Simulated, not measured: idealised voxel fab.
Process module name: voxel self aligned contacts
Pictured: cross-section cut, 160 nm wide, on a grid of 5 nm square cells.
In what follows, cross-sections appear as grids of square cells, described through bands that run from the top down, where every band is one or more rows of cells.
A band entry consists of two parts. The first gives the height of the band's top and the height of its bottom, in nm. The rest lists the band's materials from left to right, each with its width in nm. A single material labelled with the word "everywhere" fills the band from edge to edge, and the word "air" marks empty space.
Heights are measured from 0, the level below which the as-received wafer is all one material; the lowest band has no bottom and continues downward, written as in "0 nm and below".
Width: "30..40" (first number = top row, second number = bottom row, same change from row to row of cells).
What does "remains unaltered" mean for a step? It means no cell of the cross-section changed in that step.
This entry, "Sealed void inventory", enumerates those empty regions of no fewer than 8 cells that possess no open connection to the top. Each region is reported in the form width x height at distance, the distance being taken from the left edge, with all three quantities expressed in nm.
Where a step's line continues beyond its settings, the continuation is a remark by the simulator itself on that step.
Among the settings permitted on a step's line is "overlay nm"; applied to a step with a mask, it specifies the extent to which the mask lay to the right of its planned position, whereas a negative figure signifies a position to the left.
## The process steps that were planned are listed below
1 op RECEIVE | material Si
2 op OXIDIZE | depth nm 5
3 op DIRECTIONAL_DEP | material polySi | thk nm 30
4 op DIRECTIONAL_DEP | material SiN | thk nm 25
5 op DIRECTIONAL_DEP | material aC | thk nm 15
6 op PATTERN | tone cover | mask id GATE | material resist | width nm 25 | pitch nm 65 | thk nm 35 | overlay nm 0
7 op DIRECTIONAL_ETCH | etch materials aC | depth nm 15
8 op STRIP | etch materials resist
9 op DIRECTIONAL_ETCH | etch materials SiN | depth nm 25
10 op DIRECTIONAL_ETCH | etch materials polySi | depth nm 30
11 op STRIP | etch materials aC
12 op CONFORMAL_DEP | material SiN | thk nm 10
13 op DIRECTIONAL_ETCH | etch materials SiN | depth nm 10
14 op FILL_DEP | material SiO2 | thk nm 20
15 op CMP | height nm 65
16 op MASKED_ETCH | tone open | mask id CONTACT | width nm 50 | etch materials SiO2 | depth nm 70 | overlay nm 0
17 op CONFORMAL_DEP | material TiN | thk nm 5
18 op FILL_DEP | material Ru | thk nm 5
19 op CMP | height nm 65
20 op CONFORMAL_DEP | material SiN | thk nm 5
## First of two wafers, with the run carried out as planned
## Cross-section: wafer on arrival = after step 1
    0 nm and below = Si everywhere
    Sealed void inventory: none
## after step 2
    0 nm to -5 nm = SiO2 everywhere
    Lower than -5, everything is as it was.
## after step 3
    30 nm to 0 nm = polySi everywhere
    Lower than 0, everything is as it was.
## after step 4
    55 nm to 30 nm = SiN everywhere
    Lower than 30, everything is as it was.
## after step 5
    70 nm to 55 nm = aC everywhere
    Lower than 55, everything is as it was.
## after step 6
    105 nm to 70 nm = 35 air, then 25 resist, then 40 air, then 25 resist, then 35 air
    Lower than 70, everything is as it was.
## after step 7
    90 nm to 70 nm = 35 air, then 25 resist, then 40 air, then 25 resist, then 35 air
    70 nm to 55 nm = 35 air, then 25 aC, then 40 air, then 25 aC, then 35 air
    Lower than 55, everything is as it was.
## after step 8
    70 nm to 55 nm = 35 air, then 25 aC, then 40 air, then 25 aC, then 35 air
    Lower than 55, everything is as it was.
## after step 9
    70 nm to 55 nm = 35 air, then 25 aC, then 40 air, then 25 aC, then 35 air
    55 nm to 30 nm = 35 air, then 25 SiN, then 40 air, then 25 SiN, then 35 air
    Lower than 30, everything is as it was.
## after step 10
    70 nm to 55 nm = 35 air, then 25 aC, then 40 air, then 25 aC, then 35 air
    55 nm to 30 nm = 35 air, then 25 SiN, then 40 air, then 25 SiN, then 35 air
    30 nm to 0 nm = 35 air, then 25 polySi, then 40 air, then 25 polySi, then 35 air
    Lower than 0, everything is as it was.
## after step 11
    55 nm to 30 nm = 35 air, then 25 SiN, then 40 air, then 25 SiN, then 35 air
    Lower than 30, everything is as it was.
## after step 12
    65 nm to 30 nm = 25 air, then 45 SiN, then 20 air, then 45 SiN, then 25 air
    30 nm to 10 nm = 25 air, then 10 SiN, then 25 polySi, then 10 SiN, then 20 air, then 10 SiN, then 25 polySi, then 10 SiN, then 25 air
    10 nm to 0 nm = 35 SiN, then 25 polySi, then 40 SiN, then 25 polySi, then 35 SiN
    Lower than 0, everything is as it was.
## after step 13
    55 nm to 30 nm = 25 air, then 45 SiN, then 20 air, then 45 SiN, then 25 air
    30 nm to 0 nm = 25 air, then 10 SiN, then 25 polySi, then 10 SiN, then 20 air, then 10 SiN, then 25 polySi, then 10 SiN, then 25 air
    Lower than 0, everything is as it was.
## after step 14
    75 nm to 55 nm = SiO2 everywhere
    55 nm to 30 nm = 25 SiO2, then 45 SiN, then 20 SiO2, then 45 SiN, then 25 SiO2
    30 nm to 0 nm = 25 SiO2, then 10 SiN, then 25 polySi, then 10 SiN, then 20 SiO2, then 10 SiN, then 25 polySi, then 10 SiN, then 25 SiO2
    Lower than 0, everything is as it was.
## after step 15
    65 nm to 55 nm = SiO2 everywhere
    Lower than 55, everything is as it was.
## after step 16
    65 nm to 55 nm = 55 SiO2, then 50 air, then 55 SiO2
    55 nm to 30 nm = 25 SiO2, then 45 SiN, then 20 air, then 45 SiN, then 25 SiO2
    30 nm to 0 nm = 25 SiO2, then 10 SiN, then 25 polySi, then 10 SiN, then 20 air, then 10 SiN, then 25 polySi, then 10 SiN, then 25 SiO2
    0 nm to -5 nm = 70 SiO2, then 20 air, then 70 SiO2
    Lower than -5, everything is as it was.
## after step 17
    70 nm to 65 nm = 60 TiN, then 40 air, then 60 TiN
    65 nm to 55 nm = 55 SiO2, then 5..20 TiN, then 40..10 air, then 5..20 TiN, then 55 SiO2
    55 nm to 30 nm = 25 SiO2, then 45 SiN, then 5 TiN, then 10 air, then 5 TiN, then 45 SiN, then 25 SiO2
    30 nm to 0 nm = 25 SiO2, then 10 SiN, then 25 polySi, then 10 SiN, then 5 TiN, then 10 air, then 5 TiN, then 10 SiN, then 25 polySi, then 10 SiN, then 25 SiO2
    0 nm to -5 nm = 70 SiO2, then 20 TiN, then 70 SiO2
    Lower than -5, everything is as it was.
## after step 18
    75 nm to 70 nm = Ru everywhere
    70 nm to 65 nm = 60 TiN, then 40 Ru, then 60 TiN
    65 nm to 55 nm = 55 SiO2, then 5..20 TiN, then 40..10 Ru, then 5..20 TiN, then 55 SiO2
    55 nm to 30 nm = 25 SiO2, then 45 SiN, then 5 TiN, then 10 Ru, then 5 TiN, then 45 SiN, then 25 SiO2
    30 nm to 0 nm = 25 SiO2, then 10 SiN, then 25 polySi, then 10 SiN, then 5 TiN, then 10 Ru, then 5 TiN, then 10 SiN, then 25 polySi, then 10 SiN, then 25 SiO2
    Lower than 0, everything is as it was.
## after step 19
    65 nm to 55 nm = 55 SiO2, then 5..20 TiN, then 40..10 Ru, then 5..20 TiN, then 55 SiO2
    Lower than 55, everything is as it was.
## after step 20
    70 nm to 65 nm = SiN everywhere
    Lower than 65, everything is as it was.
## Wafer two. Same start, same plan, one slip in execution. Same as wafer one through step 2, inclusive
## At the planned end of step 3, the second wafer in cross-section
    30 nm to 0 nm = SiN everywhere
    Lower than 0, everything is as it was.
## At the planned end of step 4, the second wafer in cross-section
    55 nm to 0 nm = SiN everywhere
    Lower than 0, everything is as it was.
## At the planned end of step 5, the second wafer in cross-section
    70 nm to 55 nm = aC everywhere
    Lower than 55, everything is as it was.
## At the planned end of step 6, the second wafer in cross-section
    105 nm to 70 nm = 35 air, then 25 resist, then 40 air, then 25 resist, then 35 air
    Lower than 70, everything is as it was.
## At the planned end of step 7, the second wafer in cross-section
    90 nm to 70 nm = 35 air, then 25 resist, then 40 air, then 25 resist, then 35 air
    70 nm to 55 nm = 35 air, then 25 aC, then 40 air, then 25 aC, then 35 air
    Lower than 55, everything is as it was.
## At the planned end of step 8, the second wafer in cross-section
    70 nm to 55 nm = 35 air, then 25 aC, then 40 air, then 25 aC, then 35 air
    Lower than 55, everything is as it was.
## At the planned end of step 9, the second wafer in cross-section
    70 nm to 55 nm = 35 air, then 25 aC, then 40 air, then 25 aC, then 35 air
    55 nm to 30 nm = 35 air, then 25 SiN, then 40 air, then 25 SiN, then 35 air
    Lower than 30, everything is as it was.
At the planned end of step 10, the second wafer in cross-section: remains unaltered
## At the planned end of step 11, the second wafer in cross-section
    55 nm to 30 nm = 35 air, then 25 SiN, then 40 air, then 25 SiN, then 35 air
    Lower than 30, everything is as it was.
## At the planned end of step 12, the second wafer in cross-section
    65 nm to 40 nm = 25 air, then 45 SiN, then 20 air, then 45 SiN, then 25 air
    40 nm to 0 nm = SiN everywhere
    Lower than 0, everything is as it was.
## At the planned end of step 13, the second wafer in cross-section
    55 nm to 30 nm = 25 air, then 45 SiN, then 20 air, then 45 SiN, then 25 air
    Lower than 30, everything is as it was.
## At the planned end of step 14, the second wafer in cross-section
    75 nm to 55 nm = SiO2 everywhere
    55 nm to 30 nm = 25 SiO2, then 45 SiN, then 20 SiO2, then 45 SiN, then 25 SiO2
    Lower than 30, everything is as it was.
## At the planned end of step 15, the second wafer in cross-section
    65 nm to 55 nm = SiO2 everywhere
    Lower than 55, everything is as it was.
## At the planned end of step 16, the second wafer in cross-section
    65 nm to 55 nm = 55 SiO2, then 50 air, then 55 SiO2
    55 nm to 30 nm = 25 SiO2, then 45 SiN, then 20 air, then 45 SiN, then 25 SiO2
    Lower than 30, everything is as it was.
## At the planned end of step 17, the second wafer in cross-section
    70 nm to 65 nm = 60 TiN, then 40 air, then 60 TiN
    65 nm to 55 nm = 55 SiO2, then 5..20 TiN, then 40..10 air, then 5..20 TiN, then 55 SiO2
    55 nm to 35 nm = 25 SiO2, then 45 SiN, then 5 TiN, then 10 air, then 5 TiN, then 45 SiN, then 25 SiO2
    35 nm to 30 nm = 25 SiO2, then 45 SiN, then 20 TiN, then 45 SiN, then 25 SiO2
    Lower than 30, everything is as it was.
## At the planned end of step 18, the second wafer in cross-section
    75 nm to 70 nm = Ru everywhere
    70 nm to 65 nm = 60 TiN, then 40 Ru, then 60 TiN
    65 nm to 55 nm = 55 SiO2, then 5..20 TiN, then 40..10 Ru, then 5..20 TiN, then 55 SiO2
    55 nm to 35 nm = 25 SiO2, then 45 SiN, then 5 TiN, then 10 Ru, then 5 TiN, then 45 SiN, then 25 SiO2
    Lower than 35, everything is as it was.
## At the planned end of step 19, the second wafer in cross-section
    65 nm to 55 nm = 55 SiO2, then 5..20 TiN, then 40..10 Ru, then 5..20 TiN, then 55 SiO2
    Lower than 55, everything is as it was.
## At the planned end of step 20, the second wafer in cross-section
    70 nm to 65 nm = SiN everywhere
    Lower than 65, everything is as it was.
Deviation from plan: step 3: run off-plan, actual operation and settings op DIRECTIONAL_DEP | material SiN | thk nm 30
In the final state, the cell counts of the second wafer exceed or fall short of those of the first for the following materials: 14 fewer of Ru; 144 more of SiN; 56 fewer of SiO2; 14 fewer of TiN; 60 fewer of polySi
